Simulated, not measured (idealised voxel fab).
Process module heading - voxel wiring stack
Cross-section cut spans 210 nm and uses square cells 5 nm in size.
For the purposes of this document, a cross-section shall be understood as a grid of square cells, specified as bands listed in top-to-bottom order, each band consisting of one or more rows of cells.
The band entry comprises the height of the band's top followed by the height of its bottom, expressed in nm, and subsequently the band's materials from left to right, each stated together with its width in nm. Where a single material is marked with the word "full width", that material fills the band from edge to edge. The word "air" represents empty space.
Zero point of the height axis is 0; under it, received wafer = one material. Lowest band: continues down indefinitely, "0 -> down".
Top row gets the first number, bottom row gets the second, and each row in between changes by the same step: that is how a band width like "30 to 40" works.
What does "identical to before" mean for a step? It means no cell of the cross-section changed in that step.
"Closed cavities" lists enclosed empty spaces (at least 8 cells, no open path upward to the top), each as width x height at distance from the left edge, in nm.
Post-settings text on a step line: simulator's own remark regarding the step.
For masked steps, "overlay nm" on the step line gives how far right of plan the mask actually lay; a minus sign means it lay to the left.
### Steps planned for the process
1) RECEIVE with material Si
2) CONFORMAL_DEP with material SiO2, thk nm 10
3) CONFORMAL_DEP with material SiN, thk nm 5
4) DIRECTIONAL_DEP with material lowk, thk nm 25
5) DIRECTIONAL_DEP with material aC, thk nm 15
6) PATTERN with tone open, mask id METAL_1, material resist, width nm 30, pitch nm 45, thk nm 30, overlay nm 0
7) DIRECTIONAL_ETCH with etch materials aC, depth nm 15
8) STRIP with etch materials resist
9) DIRECTIONAL_ETCH with etch materials lowk, depth nm 25
10) DIRECTIONAL_ETCH with etch materials SiN, depth nm 5
11) STRIP with etch materials aC
12) CONFORMAL_DEP with material TiN, thk nm 5
13) FILL_DEP with material Cu, thk nm 5
14) CMP with height nm 40
15) CONFORMAL_DEP with material SiCN, thk nm 5
16) DIRECTIONAL_DEP with material lowk, thk nm 35
17) DIRECTIONAL_DEP with material aC, thk nm 15
18) PATTERN with tone open, mask id METAL_2_HOLES, material resist, width nm 15, thk nm 35, overlay nm 0
19) DIRECTIONAL_ETCH with etch materials aC, depth nm 15
20) STRIP with etch materials resist
21) DIRECTIONAL_ETCH with etch materials lowk, depth nm 35
22) STRIP with etch materials aC
23) DIRECTIONAL_DEP with material aC, thk nm 15
24) PATTERN with tone open, mask id METAL_2, material resist, width nm 30, pitch nm 45, thk nm 30, overlay nm 0
25) DIRECTIONAL_ETCH with etch materials aC, depth nm 15
26) STRIP with etch materials resist
27) DIRECTIONAL_ETCH with etch materials lowk, depth nm 20
28) DIRECTIONAL_ETCH with etch materials SiCN, depth nm 5
29) STRIP with etch materials aC
30) CONFORMAL_DEP with material TiN, thk nm 5
31) FILL_DEP with material Cu, thk nm 5
32) CMP with height nm 80
33) CONFORMAL_DEP with material SiCN, thk nm 5
34) DIRECTIONAL_DEP with material SiO2, thk nm 15
35) MASKED_ETCH with tone open, mask id PLUG_2, width nm 15, etch materials SiO2, depth nm 15, overlay nm 0
36) MASKED_ETCH with tone open, mask id PLUG_2, width nm 15, etch materials SiCN, depth nm 5, overlay nm 0
37) EPI with material Ru, thk nm 10
38) EPI with material Ru, thk nm 10
39) CONFORMAL_DEP with material SiN, thk nm 5
40) DIRECTIONAL_DEP with material lowk, thk nm 20
41) PATTERN with tone open, mask id METAL_3, material resist, width nm 30, pitch nm 45, thk nm 20, overlay nm 0
42) DIRECTIONAL_ETCH with etch materials lowk, depth nm 20
43) DIRECTIONAL_ETCH with etch materials SiN, depth nm 5
44) STRIP with etch materials resist
45) CONFORMAL_DEP with material TiN, thk nm 5
46) FILL_DEP with material W, thk nm 5
47) CMP with height nm 125
48) CONFORMAL_DEP with material SiCN, thk nm 5
### Wafer, first of two, run as planned
### Here's what the wafer looked like in cross-section when it arrived - that's after step 1
* 0 -> down = Si full width
* Closed cavities: none
### Once step 2 is through, the wafer looks like this in cross-section
* 10 -> 0 = SiO2 full width
* Under the height 0 nothing was changed.
### Once step 3 is through, the wafer looks like this in cross-section
* 15 -> 10 = SiN full width
* Under the height 10 nothing was changed.
### Once step 4 is through, the wafer looks like this in cross-section
* 40 -> 15 = lowk full width
* Under the height 15 nothing was changed.
### Once step 5 is through, the wafer looks like this in cross-section
* 55 -> 40 = aC full width
* Under the height 40 nothing was changed.
### Once step 6 is through, the wafer looks like this in cross-section
* 85 -> 55 = resist 65 nm / air 30 nm / resist 15 nm / air 30 nm / resist 70 nm
* Under the height 55 nothing was changed.
### Once step 7 is through, the wafer looks like this in cross-section
* 70 -> 55 = resist 65 nm / air 30 nm / resist 15 nm / air 30 nm / resist 70 nm
* 55 -> 40 = aC 65 nm / air 30 nm / aC 15 nm / air 30 nm / aC 70 nm
* Under the height 40 nothing was changed.
### Once step 8 is through, the wafer looks like this in cross-section
* 55 -> 40 = aC 65 nm / air 30 nm / aC 15 nm / air 30 nm / aC 70 nm
* Under the height 40 nothing was changed.
### Once step 9 is through, the wafer looks like this in cross-section
* 55 -> 40 = aC 65 nm / air 30 nm / aC 15 nm / air 30 nm / aC 70 nm
* 40 -> 15 = lowk 65 nm / air 30 nm / lowk 15 nm / air 30 nm / lowk 70 nm
* Under the height 15 nothing was changed.
### Once step 10 is through, the wafer looks like this in cross-section
* 55 -> 40 = aC 65 nm / air 30 nm / aC 15 nm / air 30 nm / aC 70 nm
* 40 -> 15 = lowk 65 nm / air 30 nm / lowk 15 nm / air 30 nm / lowk 70 nm
* 15 -> 10 = SiN 65 nm / air 30 nm / SiN 15 nm / air 30 nm / SiN 70 nm
* Under the height 10 nothing was changed.
### Once step 11 is through, the wafer looks like this in cross-section
* 40 -> 15 = lowk 65 nm / air 30 nm / lowk 15 nm / air 30 nm / lowk 70 nm
* Under the height 15 nothing was changed.
### Once step 12 is through, the wafer looks like this in cross-section
* 45 -> 40 = TiN 70 nm / air 20 nm / TiN 25 nm / air 20 nm / TiN 75 nm
* 40 -> 15 = lowk 65 nm / TiN 5 nm / air 20 nm / TiN 5 nm / lowk 15 nm / TiN 5 nm / air 20 nm / TiN 5 nm / lowk 70 nm
* 15 -> 10 = SiN 65 nm / TiN 30 nm / SiN 15 nm / TiN 30 nm / SiN 70 nm
* Under the height 10 nothing was changed.
### Once step 13 is through, the wafer looks like this in cross-section
* 50 -> 45 = Cu full width
* 45 -> 40 = TiN 70 nm / Cu 20 nm / TiN 25 nm / Cu 20 nm / TiN 75 nm
* 40 -> 15 = lowk 65 nm / TiN 5 nm / Cu 20 nm / TiN 5 nm / lowk 15 nm / TiN 5 nm / Cu 20 nm / TiN 5 nm / lowk 70 nm
* Under the height 15 nothing was changed.
### Once step 14 is through, the wafer looks like this in cross-section
* 40 -> 15 = lowk 65 nm / TiN 5 nm / Cu 20 nm / TiN 5 nm / lowk 15 nm / TiN 5 nm / Cu 20 nm / TiN 5 nm / lowk 70 nm
* Under the height 15 nothing was changed.
### Once step 15 is through, the wafer looks like this in cross-section
* 45 -> 40 = SiCN full width
* Under the height 40 nothing was changed.
### Once step 16 is through, the wafer looks like this in cross-section
* 80 -> 45 = lowk full width
* Under the height 45 nothing was changed.
### Once step 17 is through, the wafer looks like this in cross-section
* 95 -> 80 = aC full width
* Under the height 80 nothing was changed.
### Once step 18 is through, the wafer looks like this in cross-section
* 130 -> 95 = resist 65 nm / air 15 nm / resist 130 nm
* Under the height 95 nothing was changed.
### Once step 19 is through, the wafer looks like this in cross-section
* 115 -> 95 = resist 65 nm / air 15 nm / resist 130 nm
* 95 -> 80 = aC 65 nm / air 15 nm / aC 130 nm
* Under the height 80 nothing was changed.
### Once step 20 is through, the wafer looks like this in cross-section
* 95 -> 80 = aC 65 nm / air 15 nm / aC 130 nm
* Under the height 80 nothing was changed.
### Once step 21 is through, the wafer looks like this in cross-section
* 95 -> 80 = aC 65 nm / air 15 nm / aC 130 nm
* 80 -> 45 = lowk 65 nm / air 15 nm / lowk 130 nm
* Under the height 45 nothing was changed.
### Once step 22 is through, the wafer looks like this in cross-section
* 80 -> 45 = lowk 65 nm / air 15 nm / lowk 130 nm
* Under the height 45 nothing was changed.
### Once step 23 is through, the wafer looks like this in cross-section
* 95 -> 80 = aC 65 nm / air 15 nm / aC 130 nm
* 80 -> 60 = lowk 65 nm / air 15 nm / lowk 130 nm
* 60 -> 45 = lowk 65 nm / aC 15 nm / lowk 130 nm
* Under the height 45 nothing was changed.
### Once step 24 is through, the wafer looks like this in cross-section
* 125 -> 95 = resist 65 nm / air 30 nm / resist 15 nm / air 30 nm / resist 70 nm
* Under the height 95 nothing was changed.
### Once step 25 is through, the wafer looks like this in cross-section
* 110 -> 95 = resist 65 nm / air 30 nm / resist 15 nm / air 30 nm / resist 70 nm
* 95 -> 80 = aC 65 nm / air 30 nm / aC 15 nm / air 30 nm / aC 70 nm
* 80 -> 45 = lowk 65 nm / air 15 nm / lowk 130 nm
* Under the height 45 nothing was changed.
### Once step 26 is through, the wafer looks like this in cross-section
* 95 -> 80 = aC 65 nm / air 30 nm / aC 15 nm / air 30 nm / aC 70 nm
* Under the height 80 nothing was changed.
### Once step 27 is through, the wafer looks like this in cross-section
* 95 -> 80 = aC 65 nm / air 30 nm / aC 15 nm / air 30 nm / aC 70 nm
* 80 -> 60 = lowk 65 nm / air 30 nm / lowk 15 nm / air 30 nm / lowk 70 nm
* Under the height 60 nothing was changed.
### Once step 28 is through, the wafer looks like this in cross-section
* 95 -> 80 = aC 65 nm / air 30 nm / aC 15 nm / air 30 nm / aC 70 nm
* 80 -> 60 = lowk 65 nm / air 30 nm / lowk 15 nm / air 30 nm / lowk 70 nm
* 60 -> 45 = lowk 65 nm / air 15 nm / lowk 130 nm
* 45 -> 40 = SiCN 65 nm / air 15 nm / SiCN 130 nm
* Under the height 40 nothing was changed.
### Once step 29 is through, the wafer looks like this in cross-section
* 80 -> 60 = lowk 65 nm / air 30 nm / lowk 15 nm / air 30 nm / lowk 70 nm
* Under the height 60 nothing was changed.
### Once step 30 is through, the wafer looks like this in cross-section
* 85 -> 80 = TiN 70 nm / air 20 nm / TiN 25 nm / air 20 nm / TiN 75 nm
* 80 -> 65 = lowk 65 nm / TiN 5 nm / air 20 nm / TiN 5 nm / lowk 15 nm / TiN 5 nm / air 20 nm / TiN 5 nm / lowk 70 nm
* 65 -> 60 = lowk 65 nm / TiN 5 nm / air 5 nm / TiN 20 nm / lowk 15 nm / TiN 30 nm / lowk 70 nm
* 60 -> 45 = lowk 65 nm / TiN 5 nm / air 5 nm / TiN 5 nm / lowk 130 nm
* 45 -> 40 = SiCN 65 nm / TiN 15 nm / SiCN 130 nm
* Under the height 40 nothing was changed.
### Once step 31 is through, the wafer looks like this in cross-section
* 90 -> 85 = Cu full width
* 85 -> 80 = TiN 70 nm / Cu 20 nm / TiN 25 nm / Cu 20 nm / TiN 75 nm
* 80 -> 65 = lowk 65 nm / TiN 5 nm / Cu 20 nm / TiN 5 nm / lowk 15 nm / TiN 5 nm / Cu 20 nm / TiN 5 nm / lowk 70 nm
* 65 -> 60 = lowk 65 nm / TiN 5 nm / Cu 5 nm / TiN 20 nm / lowk 15 nm / TiN 30 nm / lowk 70 nm
* 60 -> 45 = lowk 65 nm / TiN 5 nm / Cu 5 nm / TiN 5 nm / lowk 130 nm
* Under the height 45 nothing was changed.
### Once step 32 is through, the wafer looks like this in cross-section
* 80 -> 65 = lowk 65 nm / TiN 5 nm / Cu 20 nm / TiN 5 nm / lowk 15 nm / TiN 5 nm / Cu 20 nm / TiN 5 nm / lowk 70 nm
* Under the height 65 nothing was changed.
### Once step 33 is through, the wafer looks like this in cross-section
* 85 -> 80 = SiCN full width
* Under the height 80 nothing was changed.
### Once step 34 is through, the wafer looks like this in cross-section
* 100 -> 85 = SiO2 full width
* Under the height 85 nothing was changed.
### Once step 35 is through, the wafer looks like this in cross-section
* 100 -> 85 = SiO2 65 nm / air 15 nm / SiO2 130 nm
* Under the height 85 nothing was changed.
### Once step 36 is through, the wafer looks like this in cross-section
* 100 -> 85 = SiO2 65 nm / air 15 nm / SiO2 130 nm
* 85 -> 80 = SiCN 65 nm / air 15 nm / SiCN 130 nm
* Under the height 80 nothing was changed.
### Once step 37 is through, the wafer looks like this in cross-section
* 100 -> 90 = SiO2 65 nm / air 15 nm / SiO2 130 nm
* 90 -> 85 = SiO2 65 nm / Ru 15 nm / SiO2 130 nm
* 85 -> 80 = SiCN 65 nm / Ru 15 nm / SiCN 130 nm
* Under the height 80 nothing was changed.
### Once step 38 is through, the wafer looks like this in cross-section
* 100 -> 85 = SiO2 65 nm / Ru 15 nm / SiO2 130 nm
* Under the height 85 nothing was changed.
### Once step 39 is through, the wafer looks like this in cross-section
* 105 -> 100 = SiN full width
* Under the height 100 nothing was changed.
### Once step 40 is through, the wafer looks like this in cross-section
* 125 -> 105 = lowk full width
* Under the height 105 nothing was changed.
### Once step 41 is through, the wafer looks like this in cross-section
* 145 -> 125 = resist 65 nm / air 30 nm / resist 15 nm / air 30 nm / resist 70 nm
* Under the height 125 nothing was changed.
### Once step 42 is through, the wafer looks like this in cross-section
* 145 -> 125 = resist 65 nm / air 30 nm / resist 15 nm / air 30 nm / resist 70 nm
* 125 -> 105 = lowk 65 nm / air 30 nm / lowk 15 nm / air 30 nm / lowk 70 nm
* Under the height 105 nothing was changed.
### Once step 43 is through, the wafer looks like this in cross-section
* 145 -> 125 = resist 65 nm / air 30 nm / resist 15 nm / air 30 nm / resist 70 nm
* 125 -> 105 = lowk 65 nm / air 30 nm / lowk 15 nm / air 30 nm / lowk 70 nm
* 105 -> 100 = SiN 65 nm / air 30 nm / SiN 15 nm / air 30 nm / SiN 70 nm
* Under the height 100 nothing was changed.
### Once step 44 is through, the wafer looks like this in cross-section
* 125 -> 105 = lowk 65 nm / air 30 nm / lowk 15 nm / air 30 nm / lowk 70 nm
* Under the height 105 nothing was changed.
### Once step 45 is through, the wafer looks like this in cross-section
* 130 -> 125 = TiN 70 nm / air 20 nm / TiN 25 nm / air 20 nm / TiN 75 nm
* 125 -> 105 = lowk 65 nm / TiN 5 nm / air 20 nm / TiN 5 nm / lowk 15 nm / TiN 5 nm / air 20 nm / TiN 5 nm / lowk 70 nm
* 105 -> 100 = SiN 65 nm / TiN 30 nm / SiN 15 nm / TiN 30 nm / SiN 70 nm
* Under the height 100 nothing was changed.
### Once step 46 is through, the wafer looks like this in cross-section
* 135 -> 130 = W full width
* 130 -> 125 = TiN 70 nm / W 20 nm / TiN 25 nm / W 20 nm / TiN 75 nm
* 125 -> 105 = lowk 65 nm / TiN 5 nm / W 20 nm / TiN 5 nm / lowk 15 nm / TiN 5 nm / W 20 nm / TiN 5 nm / lowk 70 nm
* Under the height 105 nothing was changed.
### Once step 47 is through, the wafer looks like this in cross-section
* 125 -> 105 = lowk 65 nm / TiN 5 nm / W 20 nm / TiN 5 nm / lowk 15 nm / TiN 5 nm / W 20 nm / TiN 5 nm / lowk 70 nm
* Under the height 105 nothing was changed.
### Once step 48 is through, the wafer looks like this in cross-section
* 130 -> 125 = SiCN full width
* Under the height 125 nothing was changed.
### Second Wafer (Identical Start and Plan, One Processing Error; Matches First Wafer Through Step 2)
### Cross-section of the second wafer corresponding to the planned conclusion of step 3
* 25 -> 10 = SiN full width
* Under the height 10 nothing was changed.
### Cross-section of the second wafer corresponding to the planned conclusion of step 4
* 50 -> 25 = lowk full width
* Under the height 25 nothing was changed.
### Cross-section of the second wafer corresponding to the planned conclusion of step 5
* 65 -> 50 = aC full width
* Under the height 50 nothing was changed.
### Cross-section of the second wafer corresponding to the planned conclusion of step 6
* 95 -> 65 = resist 65 nm / air 30 nm / resist 15 nm / air 30 nm / resist 70 nm
* Under the height 65 nothing was changed.
### Cross-section of the second wafer corresponding to the planned conclusion of step 7
* 80 -> 65 = resist 65 nm / air 30 nm / resist 15 nm / air 30 nm / resist 70 nm
* 65 -> 50 = aC 65 nm / air 30 nm / aC 15 nm / air 30 nm / aC 70 nm
* Under the height 50 nothing was changed.
### Cross-section of the second wafer corresponding to the planned conclusion of step 8
* 65 -> 50 = aC 65 nm / air 30 nm / aC 15 nm / air 30 nm / aC 70 nm
* Under the height 50 nothing was changed.
### Cross-section of the second wafer corresponding to the planned conclusion of step 9
* 65 -> 50 = aC 65 nm / air 30 nm / aC 15 nm / air 30 nm / aC 70 nm
* 50 -> 25 = lowk 65 nm / air 30 nm / lowk 15 nm / air 30 nm / lowk 70 nm
* Under the height 25 nothing was changed.
### Cross-section of the second wafer corresponding to the planned conclusion of step 10
* 65 -> 50 = aC 65 nm / air 30 nm / aC 15 nm / air 30 nm / aC 70 nm
* 50 -> 25 = lowk 65 nm / air 30 nm / lowk 15 nm / air 30 nm / lowk 70 nm
* 25 -> 20 = SiN 65 nm / air 30 nm / SiN 15 nm / air 30 nm / SiN 70 nm
* Under the height 20 nothing was changed.
### Cross-section of the second wafer corresponding to the planned conclusion of step 11
* 50 -> 25 = lowk 65 nm / air 30 nm / lowk 15 nm / air 30 nm / lowk 70 nm
* Under the height 25 nothing was changed.
### Cross-section of the second wafer corresponding to the planned conclusion of step 12
* 55 -> 50 = TiN 70 nm / air 20 nm / TiN 25 nm / air 20 nm / TiN 75 nm
* 50 -> 25 = lowk 65 nm / TiN 5 nm / air 20 nm / TiN 5 nm / lowk 15 nm / TiN 5 nm / air 20 nm / TiN 5 nm / lowk 70 nm
* 25 -> 20 = SiN 65 nm / TiN 30 nm / SiN 15 nm / TiN 30 nm / SiN 70 nm
* Under the height 20 nothing was changed.
### Cross-section of the second wafer corresponding to the planned conclusion of step 13
* 60 -> 55 = Cu full width
* 55 -> 50 = TiN 70 nm / Cu 20 nm / TiN 25 nm / Cu 20 nm / TiN 75 nm
* 50 -> 25 = lowk 65 nm / TiN 5 nm / Cu 20 nm / TiN 5 nm / lowk 15 nm / TiN 5 nm / Cu 20 nm / TiN 5 nm / lowk 70 nm
* Under the height 25 nothing was changed.
### Cross-section of the second wafer corresponding to the planned conclusion of step 14
* 40 -> 25 = lowk 65 nm / TiN 5 nm / Cu 20 nm / TiN 5 nm / lowk 15 nm / TiN 5 nm / Cu 20 nm / TiN 5 nm / lowk 70 nm
* Under the height 25 nothing was changed.
### Cross-section of the second wafer corresponding to the planned conclusion of step 15
* 45 -> 40 = SiCN full width
* Under the height 40 nothing was changed.
### Cross-section of the second wafer corresponding to the planned conclusion of step 16
* 80 -> 45 = lowk full width
* Under the height 45 nothing was changed.
### Cross-section of the second wafer corresponding to the planned conclusion of step 17
* 95 -> 80 = aC full width
* Under the height 80 nothing was changed.
### Cross-section of the second wafer corresponding to the planned conclusion of step 18
* 130 -> 95 = resist 65 nm / air 15 nm / resist 130 nm
* Under the height 95 nothing was changed.
### Cross-section of the second wafer corresponding to the planned conclusion of step 19
* 115 -> 95 = resist 65 nm / air 15 nm / resist 130 nm
* 95 -> 80 = aC 65 nm / air 15 nm / aC 130 nm
* Under the height 80 nothing was changed.
### Cross-section of the second wafer corresponding to the planned conclusion of step 20
* 95 -> 80 = aC 65 nm / air 15 nm / aC 130 nm
* Under the height 80 nothing was changed.
### Cross-section of the second wafer corresponding to the planned conclusion of step 21
* 95 -> 80 = aC 65 nm / air 15 nm / aC 130 nm
* 80 -> 45 = lowk 65 nm / air 15 nm / lowk 130 nm
* Under the height 45 nothing was changed.
### Cross-section of the second wafer corresponding to the planned conclusion of step 22
* 80 -> 45 = lowk 65 nm / air 15 nm / lowk 130 nm
* Under the height 45 nothing was changed.
### Cross-section of the second wafer corresponding to the planned conclusion of step 23
* 95 -> 80 = aC 65 nm / air 15 nm / aC 130 nm
* 80 -> 60 = lowk 65 nm / air 15 nm / lowk 130 nm
* 60 -> 45 = lowk 65 nm / aC 15 nm / lowk 130 nm
* Under the height 45 nothing was changed.
### Cross-section of the second wafer corresponding to the planned conclusion of step 24
* 125 -> 95 = resist 65 nm / air 30 nm / resist 15 nm / air 30 nm / resist 70 nm
* Under the height 95 nothing was changed.
### Cross-section of the second wafer corresponding to the planned conclusion of step 25
* 110 -> 95 = resist 65 nm / air 30 nm / resist 15 nm / air 30 nm / resist 70 nm
* 95 -> 80 = aC 65 nm / air 30 nm / aC 15 nm / air 30 nm / aC 70 nm
* 80 -> 45 = lowk 65 nm / air 15 nm / lowk 130 nm
* Under the height 45 nothing was changed.
### Cross-section of the second wafer corresponding to the planned conclusion of step 26
* 95 -> 80 = aC 65 nm / air 30 nm / aC 15 nm / air 30 nm / aC 70 nm
* Under the height 80 nothing was changed.
### Cross-section of the second wafer corresponding to the planned conclusion of step 27
* 95 -> 80 = aC 65 nm / air 30 nm / aC 15 nm / air 30 nm / aC 70 nm
* 80 -> 60 = lowk 65 nm / air 30 nm / lowk 15 nm / air 30 nm / lowk 70 nm
* Under the height 60 nothing was changed.
### Cross-section of the second wafer corresponding to the planned conclusion of step 28
* 95 -> 80 = aC 65 nm / air 30 nm / aC 15 nm / air 30 nm / aC 70 nm
* 80 -> 60 = lowk 65 nm / air 30 nm / lowk 15 nm / air 30 nm / lowk 70 nm
* 60 -> 45 = lowk 65 nm / air 15 nm / lowk 130 nm
* 45 -> 40 = SiCN 65 nm / air 15 nm / SiCN 130 nm
* Under the height 40 nothing was changed.
### Cross-section of the second wafer corresponding to the planned conclusion of step 29
* 80 -> 60 = lowk 65 nm / air 30 nm / lowk 15 nm / air 30 nm / lowk 70 nm
* Under the height 60 nothing was changed.
### Cross-section of the second wafer corresponding to the planned conclusion of step 30
* 85 -> 80 = TiN 70 nm / air 20 nm / TiN 25 nm / air 20 nm / TiN 75 nm
* 80 -> 65 = lowk 65 nm / TiN 5 nm / air 20 nm / TiN 5 nm / lowk 15 nm / TiN 5 nm / air 20 nm / TiN 5 nm / lowk 70 nm
* 65 -> 60 = lowk 65 nm / TiN 5 nm / air 5 nm / TiN 20 nm / lowk 15 nm / TiN 30 nm / lowk 70 nm
* 60 -> 45 = lowk 65 nm / TiN 5 nm / air 5 nm / TiN 5 nm / lowk 130 nm
* 45 -> 40 = SiCN 65 nm / TiN 15 nm / SiCN 130 nm
* Under the height 40 nothing was changed.
### Cross-section of the second wafer corresponding to the planned conclusion of step 31
* 90 -> 85 = Cu full width
* 85 -> 80 = TiN 70 nm / Cu 20 nm / TiN 25 nm / Cu 20 nm / TiN 75 nm
* 80 -> 65 = lowk 65 nm / TiN 5 nm / Cu 20 nm / TiN 5 nm / lowk 15 nm / TiN 5 nm / Cu 20 nm / TiN 5 nm / lowk 70 nm
* 65 -> 60 = lowk 65 nm / TiN 5 nm / Cu 5 nm / TiN 20 nm / lowk 15 nm / TiN 30 nm / lowk 70 nm
* 60 -> 45 = lowk 65 nm / TiN 5 nm / Cu 5 nm / TiN 5 nm / lowk 130 nm
* Under the height 45 nothing was changed.
### Cross-section of the second wafer corresponding to the planned conclusion of step 32
* 80 -> 65 = lowk 65 nm / TiN 5 nm / Cu 20 nm / TiN 5 nm / lowk 15 nm / TiN 5 nm / Cu 20 nm / TiN 5 nm / lowk 70 nm
* Under the height 65 nothing was changed.
### Cross-section of the second wafer corresponding to the planned conclusion of step 33
* 85 -> 80 = SiCN full width
* Under the height 80 nothing was changed.
### Cross-section of the second wafer corresponding to the planned conclusion of step 34
* 100 -> 85 = SiO2 full width
* Under the height 85 nothing was changed.
### Cross-section of the second wafer corresponding to the planned conclusion of step 35
* 100 -> 85 = SiO2 65 nm / air 15 nm / SiO2 130 nm
* Under the height 85 nothing was changed.
### Cross-section of the second wafer corresponding to the planned conclusion of step 36
* 100 -> 85 = SiO2 65 nm / air 15 nm / SiO2 130 nm
* 85 -> 80 = SiCN 65 nm / air 15 nm / SiCN 130 nm
* Under the height 80 nothing was changed.
### Cross-section of the second wafer corresponding to the planned conclusion of step 37
* 100 -> 90 = SiO2 65 nm / air 15 nm / SiO2 130 nm
* 90 -> 85 = SiO2 65 nm / Ru 15 nm / SiO2 130 nm
* 85 -> 80 = SiCN 65 nm / Ru 15 nm / SiCN 130 nm
* Under the height 80 nothing was changed.
### Cross-section of the second wafer corresponding to the planned conclusion of step 38
* 100 -> 85 = SiO2 65 nm / Ru 15 nm / SiO2 130 nm
* Under the height 85 nothing was changed.
### Cross-section of the second wafer corresponding to the planned conclusion of step 39
* 105 -> 100 = SiN full width
* Under the height 100 nothing was changed.
### Cross-section of the second wafer corresponding to the planned conclusion of step 40
* 125 -> 105 = lowk full width
* Under the height 105 nothing was changed.
### Cross-section of the second wafer corresponding to the planned conclusion of step 41
* 145 -> 125 = resist 65 nm / air 30 nm / resist 15 nm / air 30 nm / resist 70 nm
* Under the height 125 nothing was changed.
### Cross-section of the second wafer corresponding to the planned conclusion of step 42
* 145 -> 125 = resist 65 nm / air 30 nm / resist 15 nm / air 30 nm / resist 70 nm
* 125 -> 105 = lowk 65 nm / air 30 nm / lowk 15 nm / air 30 nm / lowk 70 nm
* Under the height 105 nothing was changed.
### Cross-section of the second wafer corresponding to the planned conclusion of step 43
* 145 -> 125 = resist 65 nm / air 30 nm / resist 15 nm / air 30 nm / resist 70 nm
* 125 -> 105 = lowk 65 nm / air 30 nm / lowk 15 nm / air 30 nm / lowk 70 nm
* 105 -> 100 = SiN 65 nm / air 30 nm / SiN 15 nm / air 30 nm / SiN 70 nm
* Under the height 100 nothing was changed.
### Cross-section of the second wafer corresponding to the planned conclusion of step 44
* 125 -> 105 = lowk 65 nm / air 30 nm / lowk 15 nm / air 30 nm / lowk 70 nm
* Under the height 105 nothing was changed.
### Cross-section of the second wafer corresponding to the planned conclusion of step 45
* 130 -> 125 = TiN 70 nm / air 20 nm / TiN 25 nm / air 20 nm / TiN 75 nm
* 125 -> 105 = lowk 65 nm / TiN 5 nm / air 20 nm / TiN 5 nm / lowk 15 nm / TiN 5 nm / air 20 nm / TiN 5 nm / lowk 70 nm
* 105 -> 100 = SiN 65 nm / TiN 30 nm / SiN 15 nm / TiN 30 nm / SiN 70 nm
* Under the height 100 nothing was changed.
### Cross-section of the second wafer corresponding to the planned conclusion of step 46
* 135 -> 130 = W full width
* 130 -> 125 = TiN 70 nm / W 20 nm / TiN 25 nm / W 20 nm / TiN 75 nm
* 125 -> 105 = lowk 65 nm / TiN 5 nm / W 20 nm / TiN 5 nm / lowk 15 nm / TiN 5 nm / W 20 nm / TiN 5 nm / lowk 70 nm
* Under the height 105 nothing was changed.
### Cross-section of the second wafer corresponding to the planned conclusion of step 47
* 125 -> 105 = lowk 65 nm / TiN 5 nm / W 20 nm / TiN 5 nm / lowk 15 nm / TiN 5 nm / W 20 nm / TiN 5 nm / lowk 70 nm
* Under the height 105 nothing was changed.
### Cross-section of the second wafer corresponding to the planned conclusion of step 48
* 130 -> 125 = SiCN full width
* Under the height 125 nothing was changed.
Heads up, the wafer didn't run the way we planned it: step 3 changed vs plan, executed as CONFORMAL_DEP with material SiN, thk nm 15
At the finish, the second wafer shows more or fewer cells for some materials than the first does: Cu -16, SiN +84, TiN -8, lowk -60
